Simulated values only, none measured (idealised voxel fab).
Proc. module: voxel lift off
For reference, the cross-section in this document is cut, with width 255 nm and square cells of 5 nm.
In this document a cross-section is written as a grid of square cells. It is given as a series of bands, listed from the top down, and a band is one or more rows of cells.
For a band, the entry starts with two heights in nm, that of the top and then that of the bottom, and carries on with the band's materials in order from left to right, each alongside its width in nm; the word "full width" beside a single material means it fills the band edge to edge, and "empty" means empty space.
Height is counted from the level 0, under which the received wafer is composed throughout of one material. The lowest of the bands is not closed at the bottom but continues downward, in the notation "from 0 down".
It should be noted that a width expressed as "30->40" varies in equal increments from row to row of cells within the band, taking the value of the first number at the top row and that of the second number at the bottom row.
Step note "nothing different" = no cross-section cell changed.
You'll see "Fully sealed voids" listing empty spaces that have no way open to the top, as long as they're 8 cells or more; the notation is width x height at distance, where the distance is from the left edge, and all of it is in nm.
Step line, after settings: the simulator's comment on this step.
"overlay nm" answers the question of how far to the right of plan the mask lay on a step that has a mask, and when it is negative the answer is to the left.

**Process steps - plan**
1,RECEIVE (material Si)
2,CONFORMAL_DEP (material SiO2; thk nm 15)
3,PATTERN (tone open; mask id LINES; material resist; width nm 20; pitch nm 50; thk nm 20; overlay nm 0)
4,DIRECTIONAL_DEP (material Ru; thk nm 10)
5,STRIP (etch materials resist)
6,CONFORMAL_DEP (material SiO2; thk nm 5)

**Cross-sectional view of the wafer in its as-received condition, corresponding to the state after step 1**
* from 0 down  Si full width
* Fully sealed voids: none

**Wafer cross-section at module end: first of two, run to plan**
* from 30 to 25  empty 35 nm  SiO2 30 nm  empty 20 nm  SiO2 30 nm  empty 20 nm  SiO2 30 nm  empty 20 nm  SiO2 30 nm  empty 40 nm
* from 25 to 20  empty 35 nm  SiO2 5 nm  Ru 20 nm  SiO2 5 nm  empty 20 nm  SiO2 5 nm  Ru 20 nm  SiO2 5 nm  empty 20 nm  SiO2 5 nm  Ru 20 nm  SiO2 5 nm  empty 20 nm  SiO2 5 nm  Ru 20 nm  SiO2 5 nm  empty 40 nm
* from 20 to 15  SiO2 40 nm  Ru 20 nm  SiO2 30 nm  Ru 20 nm  SiO2 30 nm  Ru 20 nm  SiO2 30 nm  Ru 20 nm  SiO2 45 nm
* from 15 to 0  SiO2 full width
* from 0 down  Si full width
* Fully sealed voids: none

**Cross-section, wafer two of two, end of module: same start and plan as wafer one, one error in execution**
* from 30 to 25  empty 40 nm  SiO2 25 nm  empty 25 nm  SiO2 25 nm  empty 25 nm  SiO2 25 nm  empty 25 nm  SiO2 25 nm  empty 40 nm
* from 25 to 20  empty 40 nm  SiO2 5 nm  Ru 15 nm  SiO2 5 nm  empty 25 nm  SiO2 5 nm  Ru 15 nm  SiO2 5 nm  empty 25 nm  SiO2 5 nm  Ru 15 nm  SiO2 5 nm  empty 25 nm  SiO2 5 nm  Ru 15 nm  SiO2 5 nm  empty 40 nm
* from 20 to 15  SiO2 45 nm  Ru 15 nm  SiO2 35 nm  Ru 15 nm  SiO2 35 nm  Ru 15 nm  SiO2 35 nm  Ru 15 nm  SiO2 45 nm
* from 15 to 0  SiO2 full width
* from 0 down  Si full width
* Fully sealed voids: none
Short version of what went wrong: step 3 changed vs plan, executed as PATTERN (tone open; mask id LINES; material resist; width nm 15; pitch nm 50; thk nm 20; overlay nm 0)
Final comparison by cell count, materials where the second wafer has more or fewer than the first: 8 fewer of Ru
